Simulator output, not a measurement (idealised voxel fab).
You're looking at the process module voxel lift off.
Each square cell in cross-section cut measures 5 nm, and the section as a whole is 170 nm wide.
Notation: cross-section as square-cell grid; stated in bands, top first, going down; one or more cell rows per band. Per band: top height and bottom height in nm, followed by the left-to-right materials and their widths in nm; "edge to edge" marks a single material spanning edge to edge, "air" marks empty space. Heights from 0 (as-received wafer is one material below). Bottom band endless downward, as "top 0, no bottom". The notation "30 to 40" denotes a width that varies across the rows of cells in the band, beginning at the first number in the top row, finishing at the second number in the bottom row, and changing by an identical amount from each row to the next. Basically "no alteration" means that step didn't change any cell in the cross-section. Closed empty spaces (no open way to the top) of 8 cells or more are what "Trapped cavities" lists, each as width x height at distance from the left edge, nm for all three. That trailing text on a step's line, after the settings, is the simulator's own remark on the step. overlay nm: on a step with a mask, how far right of its planned place the mask lay; negative means left.

List of planned process steps:
1,RECEIVE: material Si
2,CONFORMAL_DEP: material Al2O3, thk nm 15
3,PATTERN: tone open, mask id LINES, material resist, width nm 25, pitch nm 50, thk nm 30, overlay nm 0
4,DIRECTIONAL_DEP: material Ru, thk nm 15
5,STRIP: etch materials resist
6,CONFORMAL_DEP: material SiN, thk nm 5

The following pertains to the first of two wafers, which was processed as planned:

Wafer as received: cross-section following step 1:
- top 0, no bottom  Si edge to edge
- Trapped cavities: none

Cross-section of the wafer after step 2:
- top 15, bottom 0  Al2O3 edge to edge
- Lower than 0, everything is as it was.

Cross-section of the wafer after step 3:
- top 45, bottom 15  resist=45  air=25  resist=25  air=25  resist=50
- Lower than 15, everything is as it was.

Cross-section of the wafer after step 4:
- top 60, bottom 45  Ru=45  air=25  Ru=25  air=25  Ru=50
- top 45, bottom 30  resist=45  air=25  resist=25  air=25  resist=50
- top 30, bottom 15  resist=45  Ru=25  resist=25  Ru=25  resist=50
- Lower than 15, everything is as it was.

Cross-section of the wafer after step 5:
- top 30, bottom 15  air=45  Ru=25  air=25  Ru=25  air=50
- Lower than 15, everything is as it was.

Cross-section of the wafer after step 6:
- top 35, bottom 30  air=40  SiN=35  air=15  SiN=35  air=45
- top 30, bottom 20  air=40  SiN=5  Ru=25  SiN=5  air=15  SiN=5  Ru=25  SiN=5  air=45
- top 20, bottom 15  SiN=45  Ru=25  SiN=25  Ru=25  SiN=50
- Lower than 15, everything is as it was.

Okay, second wafer. Nothing different at the start, nothing different in the plan, just one mistake somewhere in the running. As far as step 3, counting that step, it's the first wafer all over again:

Cross-sectional representation of the second wafer at the time designated in the plan for the completion of step 4: no alteration

Cross-sectional representation of the second wafer at the time designated in the plan for the completion of step 5:
- top 15, bottom 0  Al2O3 edge to edge
- Lower than 0, everything is as it was.

Cross-sectional representation of the second wafer at the time designated in the plan for the completion of step 6:
- top 20, bottom 15  SiN edge to edge
- Lower than 15, everything is as it was.
In executing the process, a mistake was made relative to the plan: no execution of plan step 4; skipped
Final comparison by cell count, materials where the second wafer has more or fewer than the first: 30 fewer of Ru | 12 fewer of SiN
